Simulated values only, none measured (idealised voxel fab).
Process module heading - voxel capacitor over wiring
Section shown: cut. Width: 295 nm. Cell size: 5 nm, square.
Format of a cross-section: grid, square cells. Given as bands. Order: top down. Band: one or more rows of cells.
It is stipulated that each band's entry specify, in nanometres, the height of the top of the band and then that of its bottom, followed by the materials of the band in left-to-right sequence, each together with its width in nanometres. A single material marked by the word "edge to edge" is understood to fill the band from edge to edge; the word "empty" is understood to denote empty space.
Below 0: as-received wafer, all one material; heights counted from there. Lowest band: no bottom, goes on down, written "top 0, no bottom".
The expression "30 to 40" gives the width at the extremes of the band, the first number at its top row of cells and the second at its bottom row, with the width changing by equal amounts from each row to the next in between.
"everything unchanged", as given for a step, is the statement that not any cell of the cross-section underwent a change during that step.
The label "Enclosed internal voids" introduces a list of the empty spaces, 8 cells or larger, that have no open way up to the top; each entry in it reads width x height at distance, where the distance is taken from the left edge and all three are stated in nm.
The remark found on a step's line after its settings is issued by the simulator itself and pertains to that step.
overlay nm: mask offset rightward from planned place, masked step; negative means leftward offset.

### Intended process steps
1) RECEIVE with material Si
2) CONFORMAL_DEP with material SiO2, thk nm 10
3) DIRECTIONAL_DEP with material TiN, thk nm 5
4) DIRECTIONAL_DEP with material W, thk nm 20
5) MASKED_ETCH with tone cover, mask id METAL_1, width nm 30, pitch nm 100, etch materials W, depth nm 20, overlay nm 0
6) MASKED_ETCH with tone cover, mask id METAL_1, width nm 30, pitch nm 100, etch materials TiN, depth nm 5, overlay nm 0
7) FILL_DEP with material SiO2, thk nm 5
8) CMP with height nm 35
9) CONFORMAL_DEP with material SiCN, thk nm 5
10) DIRECTIONAL_DEP with material lowk, thk nm 20
11) MASKED_ETCH with tone open, mask id PLUG_1, width nm 15, etch materials lowk, depth nm 20, overlay nm 0
12) MASKED_ETCH with tone open, mask id PLUG_1, width nm 15, etch materials SiCN, depth nm 5, overlay nm 0
13) EPI with material Ru, thk nm 10
14) EPI with material Ru, thk nm 10
15) EPI with material Ru, thk nm 5
16) DIRECTIONAL_DEP with material TiN, thk nm 5
17) DIRECTIONAL_DEP with material Al2O3, thk nm 5
18) DIRECTIONAL_DEP with material TiN, thk nm 5
19) DIRECTIONAL_DEP with material aC, thk nm 15
20) PATTERN with tone cover, mask id UPPER_PLATE, material resist, width nm 75, thk nm 30, overlay nm 0
21) DIRECTIONAL_ETCH with etch materials aC, depth nm 15
22) STRIP with etch materials resist
23) DIRECTIONAL_ETCH with etch materials TiN, depth nm 5
24) DIRECTIONAL_ETCH with etch materials Al2O3, depth nm 5
25) STRIP with etch materials aC
26) DIRECTIONAL_DEP with material aC, thk nm 10
27) PATTERN with tone cover, mask id LOWER_PLATE, material resist, width nm 85, thk nm 30, overlay nm 0
28) DIRECTIONAL_ETCH with etch materials aC, depth nm 10
29) STRIP with etch materials resist
30) DIRECTIONAL_ETCH with etch materials TiN, depth nm 5
31) STRIP with etch materials aC
32) FILL_DEP with material SiO2, thk nm 20
33) CMP with height nm 90
34) PATTERN with tone open, mask id PLUG_2, material resist, width nm 15, thk nm 15, overlay nm 0
35) DIRECTIONAL_ETCH with etch materials SiO2, depth nm 15
36) STRIP with etch materials resist
37) CONFORMAL_DEP with material TiN, thk nm 5
38) FILL_DEP with material Ru, thk nm 10
39) CMP with height nm 90
40) CONFORMAL_DEP with material SiCN, thk nm 5

### Cross-section of the wafer as it came to us, i.e., already through step 1
- top 0, no bottom  Si edge to edge
- Enclosed internal voids: none

### The first of the two wafers as seen in cross-section once the module was finished; processing followed the plan
- top 95, bottom 90  SiCN edge to edge
- top 90, bottom 80  SiO2: 105, TiN: 5, Ru: 5, TiN: 5, SiO2: 175
- top 80, bottom 70  SiO2: 105 to 95, TiN: 15 to 75, SiO2: 175 to 125
- top 70, bottom 65  SiO2: 95, Al2O3: 75, SiO2: 125
- top 65, bottom 60  SiO2: 90, TiN: 85, SiO2: 120
- top 60, bottom 40  lowk: 95, Ru: 15, lowk: 185
- top 40, bottom 35  SiCN: 95, Ru: 15, SiCN: 185
- top 35, bottom 15  SiO2: 80, W: 30, SiO2: 70, W: 30, SiO2: 85
- top 15, bottom 10  SiO2: 80, TiN: 30, SiO2: 70, TiN: 30, SiO2: 85
- top 10, bottom 0  SiO2 edge to edge
- top 0, no bottom  Si edge to edge
- Enclosed internal voids: none

### Cross-sectional view of the second of two wafers upon completion of the module. This wafer shared its starting condition and process plan with the first; one error was made during its execution
- top 95, bottom 90  SiCN edge to edge
- top 90, bottom 85  SiO2: 105, TiN: 5, Ru: 5, TiN: 5, SiO2: 175
- top 85, bottom 80  SiO2: 105, TiN: 15, SiO2: 175
- top 80, bottom 70  SiO2: 95, TiN: 75, SiO2: 125
- top 70, bottom 65  TiN: 95, Al2O3: 75, TiN: 125
- top 65, bottom 60  TiN edge to edge
- top 60, bottom 40  lowk: 95, Ru: 15, lowk: 185
- top 40, bottom 35  SiCN: 95, Ru: 15, SiCN: 185
- top 35, bottom 15  SiO2: 80, W: 30, SiO2: 70, W: 30, SiO2: 85
- top 15, bottom 10  SiO2: 80, TiN: 30, SiO2: 70, TiN: 30, SiO2: 85
- top 10, bottom 0  SiO2 edge to edge
- top 0, no bottom  Si edge to edge
- Enclosed internal voids: none
Short version of what went wrong: step 26 ran with different settings than intended, the actual operation and settings being DIRECTIONAL_DEP with material TiN, thk nm 10
Bottom line after processing is that, in cells, the second wafer is up or down on some materials versus the first: -1 Ru | -98 SiO2 | +99 TiN
